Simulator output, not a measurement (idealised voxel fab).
The document below concerns the process module designated voxel transistor to metal.
FYI the section here is cut, 155 nm wide, cells are 5 nm squares.
Cross-sections here: square-cell grids, written as top-down lists of bands, a band being one or more rows of cells.
Top, bottom (nm), then materials left to right with widths (nm); lone material tagged "everywhere" fills the whole band edge to edge; "air" = empty space.
Height 0 is the level under which the wafer as received is all one material. The lowest band goes on downwards, as in "0 nm and below".
A two-number width, for instance "30 to 40", indicates that the width is equal to the first number in the top row of the band and to the second number in the bottom row, and that it changes by a constant amount per row of cells.
Step note "left unchanged" = no cross-section cell changed.
Basically, "Fully sealed cavities" tells you about the enclosed voids: empty spaces with no open way to the top, 8 cells or bigger, each written width x height at distance, where distance is from the left edge, all in nm.
The remark found on a step's line after its settings is issued by the simulator itself and pertains to that step.
The setting "overlay nm" may be written on the line of a step. When the step uses a mask, the value reports how far to the right of the planned place the mask lay, and a negative value reports that it lay to the left.

## The process steps that were planned are listed below
1: RECEIVE | material Si
2: OXIDIZE | depth nm 5
3: CONFORMAL_DEP | material SiN | thk nm 15
4: MASKED_ETCH | tone cover | mask id ACTIVE | width nm 95 | etch materials SiN | depth nm 15 | overlay nm 0
5: MASKED_ETCH | tone cover | mask id ACTIVE | width nm 95 | etch materials SiO2 | depth nm 5 | overlay nm 0
6: MASKED_ETCH | tone cover | mask id ACTIVE | width nm 95 | etch materials Si | depth nm 25 | overlay nm 0
7: OXIDIZE | depth nm 5
8: FILL_DEP | material SiO2 | thk nm 5
9: CMP | height nm 15
10: SELECTIVE_ETCH | etch materials SiO2 | depth nm 10
11: STRIP | etch materials SiN
12: SELECTIVE_ETCH | etch materials SiO2 | depth nm 5
13: OXIDIZE | depth nm 5
14: DIRECTIONAL_DEP | material polySi | thk nm 20
15: DIRECTIONAL_DEP | material SiCN | thk nm 5
16: MASKED_ETCH | tone cover | mask id GATE | width nm 15 | etch materials SiCN | depth nm 20 | overlay nm 0
17: MASKED_ETCH | tone cover | mask id GATE | width nm 15 | etch materials polySi | depth nm 30 | overlay nm 0
18: CONFORMAL_DEP | material SiO2 | thk nm 5
19: DIRECTIONAL_ETCH | etch materials SiO2 | depth nm 5
20: CONFORMAL_DEP | material SiN | thk nm 10
21: DIRECTIONAL_ETCH | etch materials SiN | depth nm 10
22: DIRECTIONAL_ETCH | etch materials SiO2 | depth nm 5
23: DIRECTIONAL_ETCH | etch materials Si | depth nm 15
24: EPI | material pSi | thk nm 20
25: FILL_DEP | material SiO2 | thk nm 10
26: CMP | height nm 25
27: DIRECTIONAL_DEP | material SiO2 | thk nm 15
28: PATTERN | tone open | mask id CONTACT | material resist | width nm 20 | pitch nm 65 | thk nm 15 | overlay nm 0
29: DIRECTIONAL_ETCH | etch materials SiO2 | depth nm 30
30: STRIP | etch materials resist
31: CONFORMAL_DEP | material TiN | thk nm 5
32: FILL_DEP | material W | thk nm 5
33: CMP | height nm 40
34: DIRECTIONAL_DEP | material TiN | thk nm 5
35: DIRECTIONAL_DEP | material Ru | thk nm 25
36: PATTERN | tone cover | mask id METAL_1 | material resist | width nm 20 | pitch nm 65 | thk nm 15 | overlay nm 0
37: DIRECTIONAL_ETCH | etch materials Ru | depth nm 25
38: DIRECTIONAL_ETCH | etch materials TiN | depth nm 5
39: STRIP | etch materials resist
40: FILL_DEP | material lowk | thk nm 10
41: CMP | height nm 70
42: CONFORMAL_DEP | material SiCN | thk nm 5
43: DIRECTIONAL_DEP | material SiO2 | thk nm 35
44: MASKED_ETCH | tone open | mask id METAL_2_HOLES | width nm 15 | pitch nm 65 | etch materials SiO2 | depth nm 35 | overlay nm 0
45: PATTERN | tone open | mask id METAL_2 | material resist | width nm 20 | pitch nm 65 | thk nm 20 | overlay nm 0
46: DIRECTIONAL_ETCH | etch materials SiO2 | depth nm 20
47: DIRECTIONAL_ETCH | etch materials SiCN | depth nm 5
48: STRIP | etch materials resist
49: CONFORMAL_DEP | material TiN | thk nm 5
50: FILL_DEP | material Ru | thk nm 5
51: CMP | height nm 110
52: CONFORMAL_DEP | material SiCN | thk nm 5
The thk nm used in step 15 is not the same on every wafer, whereas the starting condition is; the value printed in the plan is the first wafer's.

## Cross-section, first of several wafers, as delivered after step 1
> 0 nm and below  Si everywhere
> Fully sealed cavities: none

## each wafer at the end: cells of each material gained (+) or lost (-) since it was received, then its closed voids
thk nm 5 | +60 Ru | -150 Si | +59 SiCN | +24 SiN | +428 SiO2 | +72 TiN | +20 W | +138 lowk | +50 pSi | +12 polySi | Fully sealed cavities: none
thk nm 10 | +60 Ru | -150 Si | +62 SiCN | +28 SiN | +421 SiO2 | +72 TiN | +20 W | +138 lowk | +50 pSi | +12 polySi | Fully sealed cavities: none
thk nm 15 | +60 Ru | -150 Si | +62 SiCN | +28 SiN | +421 SiO2 | +72 TiN | +20 W | +138 lowk | +50 pSi | +12 polySi | Fully sealed cavities: none
thk nm 20 | +60 Ru | -150 Si | +62 SiCN | +28 SiN | +421 SiO2 | +72 TiN | +20 W | +138 lowk | +50 pSi | +12 polySi | Fully sealed cavities: none
thk nm 25 | +60 Ru | -132 Si | +90 SiCN | +8 SiN | +351 SiO2 | +64 TiN | +10 W | +138 lowk | +124 polySi | Fully sealed cavities: none
